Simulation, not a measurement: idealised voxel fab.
process module | voxel capacitor over wiring
cross-section cut | 300 nm wide | cells 5 nm
A cross-section is a grid of square cells, given in bands from the top down. A band is one or more rows of cells.
Each band's line starts with the height of the band's top and of its bottom, in nm. Then come its materials from left to right, each with its width in nm. One material with "throughout" fills the band from edge to edge. "air" is empty space.
Height 0 is the level under which the wafer as received is all one material. The lowest band goes on downwards, as in "0 down".
A width such as "30 to 40" changes by the same amount from each row of cells to the next, from the band's top row to its bottom row.
"no change" after a step means that no cell of the cross-section changed.
closed voids: empty space of 8 cells or more with no open way to the top, each as width x height at its distance from the left edge, in nm
after a step's settings: what the simulator itself notes on the step
overlay nm, on a step with a mask: how far to the right of its planned place the mask lay; to the left if negative
plan
1 op RECEIVE | material Si
2 op CONFORMAL_DEP | material SiO2 | thk nm 15
3 op CONFORMAL_DEP | material SiN | thk nm 5
4 op DIRECTIONAL_DEP | material lowk | thk nm 20
5 op DIRECTIONAL_DEP | material aC | thk nm 15
6 op PATTERN | tone open | mask id METAL_1 | material resist | width nm 20 | pitch nm 85 | thk nm 30 | overlay nm 0
7 op DIRECTIONAL_ETCH | etch materials aC | depth nm 15
8 op STRIP | etch materials resist
9 op DIRECTIONAL_ETCH | etch materials lowk | depth nm 20
10 op DIRECTIONAL_ETCH | etch materials SiN | depth nm 5
11 op STRIP | etch materials aC
12 op CONFORMAL_DEP | material TiN | thk nm 5
13 op FILL_DEP | material Cu | thk nm 10
14 op CMP | height nm 40
15 op CONFORMAL_DEP | material SiCN | thk nm 5
16 op DIRECTIONAL_DEP | material lowk | thk nm 20
17 op PATTERN | tone open | mask id PLUG_1 | material resist | width nm 15 | thk nm 20 | overlay nm 0
18 op DIRECTIONAL_ETCH | etch materials lowk | depth nm 20
19 op DIRECTIONAL_ETCH | etch materials SiCN | depth nm 5
20 op STRIP | etch materials resist
21 op EPI | material Ru | thk nm 10
22 op EPI | material Ru | thk nm 10
23 op EPI | material Ru | thk nm 5
24 op DIRECTIONAL_DEP | material TiN | thk nm 5
25 op DIRECTIONAL_DEP | material SiN | thk nm 5
26 op DIRECTIONAL_DEP | material TiN | thk nm 10
27 op PATTERN | tone cover | mask id UPPER_PLATE | material resist | width nm 70 | thk nm 15 | overlay nm 0
28 op DIRECTIONAL_ETCH | etch materials TiN | depth nm 10
29 op DIRECTIONAL_ETCH | etch materials SiN | depth nm 5
30 op STRIP | etch materials resist
31 op MASKED_ETCH | tone cover | mask id LOWER_PLATE | width nm 80 | etch materials TiN | depth nm 5 | overlay nm 0
32 op FILL_DEP | material SiO2 | thk nm 20
33 op CMP | height nm 100
34 op MASKED_ETCH | tone open | mask id PLUG_2 | width nm 15 | etch materials SiO2 | depth nm 15 | overlay nm 0
35 op CONFORMAL_DEP | material TiN | thk nm 5
36 op FILL_DEP | material Cu | thk nm 10
37 op CMP | height nm 100
38 op CONFORMAL_DEP | material SiCN | thk nm 5
as received, after step 1
  0 down: Si throughout
  closed voids: none
a wafer at the end: this start, this plan, one mistake
  105 to 100: SiCN throughout
  100 to 95: SiO2 110 | TiN 5 | Cu 5 | TiN 5 | SiO2 175
  95 to 90: SiO2 110 | TiN 15 | SiO2 175
  90 to 85: SiO2 100 | TiN 5 | SiO2 5 | TiN 60 | SiO2 130
  85 to 80: SiO2 100 | TiN 70 | SiO2 130
  80 to 75: SiO2 100 | SiN 5 | TiN 5 | SiN 60 | SiO2 130
  75 to 70: Ru 105 | SiN 5 | Ru 190
  70 to 65: TiN 100 | Ru 15 | TiN 185
  65 to 60: lowk 100 | TiN 15 | lowk 185
  60 to 45: lowk 100 | Ru 15 | lowk 185
  45 to 40: SiCN 100 | Ru 15 | SiCN 185
  40 to 20: lowk 95 | TiN 5 | Cu 10 | TiN 5 | lowk 65 | TiN 5 | Cu 10 | TiN 5 | lowk 100
  20 to 15: SiN 95 | TiN 20 | SiN 65 | TiN 20 | SiN 100
  15 to 0: SiO2 throughout
  0 down: Si throughout
  closed voids: none
what went wrong: steps 23 and 24 were swapped
